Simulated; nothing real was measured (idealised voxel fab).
Documented hereafter: the process module known as voxel trench capacitor.
The width of the displayed cross-section, cut, is 270 nm; its cells are square, with a size of 5 nm.
Reading order for cross-sections: top band down to bottom band. Underlying form: a grid of square cells. Band size: one or more rows of cells.
Basically the band line says how high the top is and how high the bottom is, in nm, and then what's in it from left to right, every material with its width in nm. Empty space shows up as "air", and if a single material carries "full width" it runs the full band edge to edge.
Ref level 0: as-received wafer is one material below here. Bottom band extends down with no lower bound ("z 0 and below").
Width spec "30 to 40" -> top row of cells at first value, bottom row at second value, equal per-row change in between.
For the purposes of this document, the phrase "nothing was modified" attached to a step denotes that no cell within the cross-section was modified by that step.
In "Entrapped void list" the enclosed voids are listed, meaning empty spaces of 8 cells or larger without any opening to the top. The form is width x height at distance, distance from the left edge, units nm.
Where a step's line continues beyond its settings, the continuation is a remark by the simulator itself on that step.
A step's line can hold "overlay nm"; with a mask on that step, the setting says how far right of the planned place the mask lay, while a negative setting says it lay to the left.
[Steps in the process plan]
1,RECEIVE | material Si
2,CONFORMAL_DEP | material SiN | thk nm 5
3,DIRECTIONAL_DEP | material aC | thk nm 15
4,PATTERN | tone open | mask id TRENCH | material resist | width nm 15 | pitch nm 30 | thk nm 35 | overlay nm 0
5,DIRECTIONAL_ETCH | etch materials aC | depth nm 15
6,STRIP | etch materials resist
7,DIRECTIONAL_ETCH | etch materials SiN | depth nm 5
8,DIRECTIONAL_ETCH | etch materials Si | depth nm 35
9,STRIP | etch materials aC
10,CONFORMAL_DEP | material SiO2 | thk nm 5
11,FILL_DEP | material polySi | thk nm 10
12,CMP | height nm 5
[Cross-section of the incoming wafer, state after step 1]
	z 0 and below | Si full width
	Entrapped void list: none
[End-of-module cross-section of the first of two wafers, processed as planned]
	z 5 to 0 | SiN (95), SiO2 (5), polySi (5), SiO2 (5), SiN (15), SiO2 (5), polySi (5), SiO2 (5), SiN (15), SiO2 (5), polySi (5), SiO2 (5), SiN (100)
	z 0 to -30 | Si (95), SiO2 (5), polySi (5), SiO2 (5), Si (15), SiO2 (5), polySi (5), SiO2 (5), Si (15), SiO2 (5), polySi (5), SiO2 (5), Si (100)
	z -30 to -35 | Si (95), SiO2 (15), Si (15), SiO2 (15), Si (15), SiO2 (15), Si (100)
	z -35 and below | Si full width
	Entrapped void list: none
[Second wafer of the two, sectioned at the end of the module. It began like the first and followed the same plan, but one mistake was made while running it]
	z 0 to -30 | Si (95), SiO2 (5), polySi (5), SiO2 (5), Si (15), SiO2 (5), polySi (5), SiO2 (5), Si (15), SiO2 (5), polySi (5), SiO2 (5), Si (100)
	z -30 to -35 | Si (95), SiO2 (15), Si (15), SiO2 (15), Si (15), SiO2 (15), Si (100)
	z -35 and below | Si full width
	Entrapped void list: none
Where did the run depart from the plan? step 12 ran with different settings than intended, the actual operation and settings being CMP | height nm 0
Per the end-of-run cell counts, the second wafer holds more or fewer of some materials than the first: SiN: 45 fewer; SiO2: 6 fewer; polySi: 3 fewer
